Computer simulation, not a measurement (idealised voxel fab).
Process module, titled voxel quadruple lines
Section shown: cut. Width: 280 nm. Cell size: 5 nm, square.
Reading order for cross-sections: top band down to bottom band. Underlying form: a grid of square cells. Band size: one or more rows of cells.
Band entry format. Leading values: height of top, height of bottom, nm. Remainder: materials in left-to-right order, each with its width in nm. Special words: "all across" on a single material, which then fills the band edge to edge; "air", empty space.
Heads up on the height convention: 0 is the point under which the incoming wafer is all one material, and the lowest band has no bottom, it just keeps going down, like "0 -> down".
When a width is written as two numbers, as in "30..40", the first number is the width in the top row of cells of the band and the second is the width in its bottom row, and the width changes by the same amount from each row to the next.
You'll sometimes find "nothing altered" written for a step, and that's the way of saying that nowhere in the cross-section did a cell change during that step.
"Enclosed cavity list" contains a list of empty spaces, each no smaller than 8 cells and without an open way to the top, written in the form width x height at distance with the distance from the left edge and all three in nm.
after a step's settings: what the simulator itself notes on the step
"overlay nm" on a masked step: distance the mask lay right of its planned place, negative for left.
**The following list gives the planned process steps**
| 1 | op RECEIVE | material Si |
| 2 | op CONFORMAL_DEP | material Al2O3 | thk nm 5 |
| 3 | op DIRECTIONAL_DEP | material Ru | thk nm 10 |
| 4 | op DIRECTIONAL_DEP | material polySi | thk nm 20 |
| 5 | op DIRECTIONAL_DEP | material aC | thk nm 20 |
| 6 | op PATTERN | tone cover | mask id MANDREL | material resist | width nm 20 | thk nm 25 | overlay nm 0 |
| 7 | op DIRECTIONAL_ETCH | etch materials aC | depth nm 20 |
| 8 | op STRIP | etch materials resist |
| 9 | op CONFORMAL_DEP | material SiO2 | thk nm 10 |
| 10 | op DIRECTIONAL_ETCH | etch materials SiO2 | depth nm 10 |
| 11 | op STRIP | etch materials aC |
| 12 | op DIRECTIONAL_ETCH | etch materials polySi | depth nm 20 |
| 13 | op STRIP | etch materials SiO2 |
| 14 | op CONFORMAL_DEP | material SiCN | thk nm 5 |
| 15 | op DIRECTIONAL_ETCH | etch materials SiCN | depth nm 5 |
| 16 | op STRIP | etch materials polySi |
| 17 | op DIRECTIONAL_ETCH | etch materials Ru | depth nm 10 |
| 18 | op STRIP | etch materials SiCN |
| 19 | op FILL_DEP | material lowk | thk nm 10 |
| 20 | op CMP | height nm 15 |
**The cross-section here shows the wafer as received, i.e. in its state after step 1**
* 0 -> down: Si all across
* Enclosed cavity list: none
**Cross-section: first of two wafers, module finished, run according to plan**
* 15 -> 5: lowk: 115  Ru: 5  lowk: 10  Ru: 5  lowk: 10  Ru: 5  lowk: 10  Ru: 5  lowk: 115
* 5 -> 0: Al2O3 all across
* 0 -> down: Si all across
* Enclosed cavity list: none
**Second wafer cross-section at end of module - shared start and plan with the first, one mistake in the run**
* 15 -> 5: lowk: 105  Ru: 5  lowk: 10  Ru: 5  lowk: 10  Ru: 5  lowk: 10  Ru: 5  lowk: 125
* 5 -> 0: Al2O3 all across
* 0 -> down: Si all across
* Enclosed cavity list: none
What went wrong in running the wafer? so step 6 ended up running with a different setting than we planned, it ran as op PATTERN | tone cover | mask id MANDREL | material resist | width nm 20 | thk nm 25 | overlay nm -10
So at the finish, the second wafer's got exactly as many cells of each material as the first, just not in the same spots.
